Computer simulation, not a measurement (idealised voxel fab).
This section sets out a process module, namely voxel wiring stack.
For reference, the cross-section in this document is cut, with width 205 nm and square cells of 5 nm.
In what follows, cross-sections appear as grids of square cells, described through bands that run from the top down, where every band is one or more rows of cells.
This entry defines a band. It first specifies the height of the band's top and the height of its bottom in nm, and then specifies the band's materials from left to right, stating each material with its width in nm. The word "throughout" identifies a single material that fills the band from edge to edge, while the word "air" identifies empty space.
Heights are measured from 0, the level below which the as-received wafer is all one material; the lowest band has no bottom and continues downward, written as in "z 0 and below".
Read "30..40" as a graded width: first number on top, second number at the bottom, same change between each pair of neighbouring rows.
Any step labelled "left unchanged" changed none of the cells in the cross-section.
Heads up: "Entrapped void list" only lists the empty pockets with no open path to the top that are 8 cells or more, and it writes them as width x height at distance, distance from the left edge, in nm.
Step line, after settings: the simulator's comment on this step.
The optional step-line setting "overlay nm" applies to steps with a mask and quantifies how far to the right of its planned location the mask lay, a negative value indicating leftward placement.

**Listed below are the process steps as planned**
- 1: RECEIVE (material Si)
- 2: CONFORMAL_DEP (material SiO2; thk nm 10)
- 3: CONFORMAL_DEP (material SiCN; thk nm 5)
- 4: DIRECTIONAL_DEP (material SiO2; thk nm 25)
- 5: PATTERN (tone open; mask id METAL_1; material resist; width nm 25; pitch nm 40; thk nm 20; overlay nm 0)
- 6: DIRECTIONAL_ETCH (etch materials SiO2; depth nm 25)
- 7: DIRECTIONAL_ETCH (etch materials SiCN; depth nm 5)
- 8: STRIP (etch materials resist)
- 9: CONFORMAL_DEP (material TiN; thk nm 5)
- 10: FILL_DEP (material Cu; thk nm 10)
- 11: CMP (height nm 40)
- 12: CONFORMAL_DEP (material SiCN; thk nm 5)
- 13: DIRECTIONAL_DEP (material SiO2; thk nm 15)
- 14: DIRECTIONAL_DEP (material aC; thk nm 15)
- 15: PATTERN (tone open; mask id PLUG_1; material resist; width nm 15; thk nm 30; overlay nm 0)
- 16: DIRECTIONAL_ETCH (etch materials aC; depth nm 15)
- 17: STRIP (etch materials resist)
- 18: DIRECTIONAL_ETCH (etch materials SiO2; depth nm 15)
- 19: DIRECTIONAL_ETCH (etch materials SiCN; depth nm 5)
- 20: STRIP (etch materials aC)
- 21: EPI (material Ru; thk nm 10)
- 22: EPI (material Ru; thk nm 10)
- 23: DIRECTIONAL_DEP (material TiN; thk nm 5)
- 24: DIRECTIONAL_DEP (material Ru; thk nm 15)
- 25: DIRECTIONAL_DEP (material aC; thk nm 10)
- 26: PATTERN (tone cover; mask id METAL_2; material resist; width nm 25; pitch nm 40; thk nm 25; overlay nm 0)
- 27: DIRECTIONAL_ETCH (etch materials aC; depth nm 10)
- 28: STRIP (etch materials resist)
- 29: DIRECTIONAL_ETCH (etch materials Ru; depth nm 15)
- 30: DIRECTIONAL_ETCH (etch materials TiN; depth nm 5)
- 31: STRIP (etch materials aC)
- 32: CONFORMAL_DEP (material SiCN; thk nm 5)
- 33: FILL_DEP (material SiO2; thk nm 10)
- 34: CMP (height nm 80)
- 35: CONFORMAL_DEP (material SiN; thk nm 5)

**Cross-section, incoming material, after step 1**
    z 0 and below | Si throughout
    Entrapped void list: none

**Here's the cross-section of the first of our two wafers at the end of the module - it ran as planned**
    z 85 to 80 | SiN throughout
    z 80 to 65 | SiO2 65 nm / SiCN 5 nm / Ru 25 nm / SiCN 5 nm / SiO2 5 nm / SiCN 5 nm / Ru 25 nm / SiCN 5 nm / SiO2 65 nm
    z 65 to 60 | SiCN 70 nm / TiN 25 nm / SiCN 15 nm / TiN 25 nm / SiCN 70 nm
    z 60 to 45 | SiO2 70 nm / Ru 15 nm / SiO2 120 nm
    z 45 to 40 | SiCN 70 nm / Ru 15 nm / SiCN 120 nm
    z 40 to 15 | SiO2 70 nm / TiN 5 nm / Cu 15 nm / TiN 5 nm / SiO2 15 nm / TiN 5 nm / Cu 15 nm / TiN 5 nm / SiO2 70 nm
    z 15 to 10 | SiCN 70 nm / TiN 25 nm / SiCN 15 nm / TiN 25 nm / SiCN 70 nm
    z 10 to 0 | SiO2 throughout
    z 0 and below | Si throughout
    Entrapped void list: none

**End-of-module cross-section of the second wafer: identical starting point and process plan to the first, with one processing mistake**
    z 85 to 80 | SiN throughout
    z 80 to 65 | SiO2 65 nm / SiCN 5 nm / Ru 25 nm / SiCN 5 nm / SiO2 5 nm / SiCN 5 nm / Ru 25 nm / SiCN 5 nm / SiO2 65 nm
    z 65 to 60 | SiO2 65 nm / SiCN 5 nm / TiN 25 nm / SiCN 15 nm / TiN 25 nm / SiCN 25 nm / SiO2 45 nm
    z 60 to 45 | SiO2 65 nm / SiCN 5 nm / SiO2 15 nm / Ru 70 nm / SiCN 5 nm / SiO2 45 nm
    z 45 to 40 | SiCN 85 nm / Ru 70 nm / SiCN 50 nm
    z 40 to 15 | SiO2 70 nm / TiN 5 nm / Cu 15 nm / TiN 5 nm / SiO2 15 nm / TiN 5 nm / Cu 15 nm / TiN 5 nm / SiO2 70 nm
    z 15 to 10 | SiCN 70 nm / TiN 25 nm / SiCN 15 nm / TiN 25 nm / SiCN 70 nm
    z 10 to 0 | SiO2 throughout
    z 0 and below | Si throughout
    Entrapped void list: none
What broke from the plan during processing? note that step 15 departed from the planned setting and was carried out as PATTERN (tone cover; mask id PLUG_1; material resist; width nm 15; thk nm 30; overlay nm 0)
Looking at both finished wafers in cells, the second ends up ahead of or behind the first on some materials: Ru: 44 more | SiCN: 27 fewer | SiO2: 17 fewer
